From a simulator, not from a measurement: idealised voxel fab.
The following is a process module called voxel self aligned contacts.
It is cross-section cut that appears here, measuring 195 nm in width, its square cells being 5 nm in size.
This document writes a cross-section as a grid whose cells are square, and gives it as bands, listed from the top down; one or more rows of cells form a band. Top height, bottom height, nm. Materials left to right, width each, nm. Single material + "edge to edge" = fills band edge to edge. "blank" = empty. Heights from 0 (as-received wafer is one material below). Bottom band endless downward, as "0..down". The expression "30->40" gives the width at the extremes of the band, the first number at its top row of cells and the second at its bottom row, with the width changing by equal amounts from each row to the next in between. "no modifications" for a step: no cell of the cross-section changed in that step. Entry "Non-vented voids". Content: empty spaces with no open connection to the top, size 8 cells or greater. Each: width x height at distance. Distance: from left edge. Unit: nm. If you see something after the settings on a step's line, that's the simulator's own remark about that step. Each step line may optionally specify "overlay nm", which for a step with a mask gives the rightward distance between the mask's planned place and where it lay, a negative value indicating the leftward direction.
## Listed below are the process steps as planned
- 1: RECEIVE (material Si)
- 2: OXIDIZE (depth nm 5)
- 3: DIRECTIONAL_DEP (material polySi; thk nm 20)
- 4: DIRECTIONAL_DEP (material SiN; thk nm 20)
- 5: MASKED_ETCH (tone cover; mask id GATE; width nm 35; pitch nm 65; etch materials SiN; depth nm 20; overlay nm 0)
- 6: MASKED_ETCH (tone cover; mask id GATE; width nm 35; pitch nm 65; etch materials polySi; depth nm 20; overlay nm 0)
- 7: CONFORMAL_DEP (material SiN; thk nm 5)
- 8: DIRECTIONAL_ETCH (etch materials SiN; depth nm 5)
- 9: FILL_DEP (material SiO2; thk nm 20)
- 10: CMP (height nm 50)
- 11: MASKED_ETCH (tone open; mask id CONTACT; width nm 50; etch materials SiO2; depth nm 55; overlay nm 0)
- 12: CONFORMAL_DEP (material TiN; thk nm 5)
- 13: FILL_DEP (material W; thk nm 10)
- 14: CMP (height nm 50)
- 15: CONFORMAL_DEP (material SiCN; thk nm 5)
## So, the first of our two wafers, run just as we planned it
## This is the cross-section of the wafer as we received it, i.e. after step 1
	0..down | Si edge to edge
	Non-vented voids: none
## Cross-section: wafer state after step 2
	0..-5 | SiO2 edge to edge
	Under the height -5 nothing was changed.
## Cross-section: wafer state after step 3
	20..0 | polySi edge to edge
	Under the height 0 nothing was changed.
## Cross-section: wafer state after step 4
	40..20 | SiN edge to edge
	Under the height 20 nothing was changed.
## Cross-section: wafer state after step 5
	40..20 | blank (45) | SiN (35) | blank (30) | SiN (35) | blank (50)
	Under the height 20 nothing was changed.
## Cross-section: wafer state after step 6
	40..20 | blank (45) | SiN (35) | blank (30) | SiN (35) | blank (50)
	20..0 | blank (45) | polySi (35) | blank (30) | polySi (35) | blank (50)
	Under the height 0 nothing was changed.
## Cross-section: wafer state after step 7
	45..20 | blank (40) | SiN (45) | blank (20) | SiN (45) | blank (45)
	20..5 | blank (40) | SiN (5) | polySi (35) | SiN (5) | blank (20) | SiN (5) | polySi (35) | SiN (5) | blank (45)
	5..0 | SiN (45) | polySi (35) | SiN (30) | polySi (35) | SiN (50)
	Under the height 0 nothing was changed.
## Cross-section: wafer state after step 8
	40..20 | blank (40) | SiN (45) | blank (20) | SiN (45) | blank (45)
	20..0 | blank (40) | SiN (5) | polySi (35) | SiN (5) | blank (20) | SiN (5) | polySi (35) | SiN (5) | blank (45)
	Under the height 0 nothing was changed.
## Cross-section: wafer state after step 9
	60..40 | SiO2 edge to edge
	40..20 | SiO2 (40) | SiN (45) | SiO2 (20) | SiN (45) | SiO2 (45)
	20..0 | SiO2 (40) | SiN (5) | polySi (35) | SiN (5) | SiO2 (20) | SiN (5) | polySi (35) | SiN (5) | SiO2 (45)
	Under the height 0 nothing was changed.
## Cross-section: wafer state after step 10
	50..40 | SiO2 edge to edge
	Under the height 40 nothing was changed.
## Cross-section: wafer state after step 11
	50..40 | SiO2 (70) | blank (50) | SiO2 (75)
	40..20 | SiO2 (40) | SiN (45) | blank (20) | SiN (45) | SiO2 (45)
	20..0 | SiO2 (40) | SiN (5) | polySi (35) | SiN (5) | blank (20) | SiN (5) | polySi (35) | SiN (5) | SiO2 (45)
	0..-5 | SiO2 (85) | blank (20) | SiO2 (90)
	Under the height -5 nothing was changed.
## Cross-section: wafer state after step 12
	55..50 | TiN (75) | blank (40) | TiN (80)
	50..40 | SiO2 (70) | TiN (5->20) | blank (40->10) | TiN (5->20) | SiO2 (75)
	40..20 | SiO2 (40) | SiN (45) | TiN (5) | blank (10) | TiN (5) | SiN (45) | SiO2 (45)
	20..0 | SiO2 (40) | SiN (5) | polySi (35) | SiN (5) | TiN (5) | blank (10) | TiN (5) | SiN (5) | polySi (35) | SiN (5) | SiO2 (45)
	0..-5 | SiO2 (85) | TiN (20) | SiO2 (90)
	Under the height -5 nothing was changed.
## Cross-section: wafer state after step 13
	65..55 | W edge to edge
	55..50 | TiN (75) | W (40) | TiN (80)
	50..40 | SiO2 (70) | TiN (5->20) | W (40->10) | TiN (5->20) | SiO2 (75)
	40..20 | SiO2 (40) | SiN (45) | TiN (5) | W (10) | TiN (5) | SiN (45) | SiO2 (45)
	20..0 | SiO2 (40) | SiN (5) | polySi (35) | SiN (5) | TiN (5) | W (10) | TiN (5) | SiN (5) | polySi (35) | SiN (5) | SiO2 (45)
	Under the height 0 nothing was changed.
## Cross-section: wafer state after step 14
	50..40 | SiO2 (70) | TiN (5->20) | W (40->10) | TiN (5->20) | SiO2 (75)
	Under the height 40 nothing was changed.
## Cross-section: wafer state after step 15
	55..50 | SiCN edge to edge
	Under the height 50 nothing was changed.
## Wafer two: like wafer one in start and plan, but with one mistake in execution; identical up to and including step 13
## Cross-section of the second wafer corresponding to the planned conclusion of step 14
	55..50 | TiN (75) | W (40) | TiN (80)
	Under the height 50 nothing was changed.
## Cross-section of the second wafer corresponding to the planned conclusion of step 15
	60..55 | SiCN edge to edge
	Under the height 55 nothing was changed.
Processing error: so step 14 ended up running with a different setting than we planned, it ran as CMP (height nm 55)
Once processing is complete, comparing cell counts shows that the second wafer has more or fewer of certain materials than the first: +31 TiN; +8 W
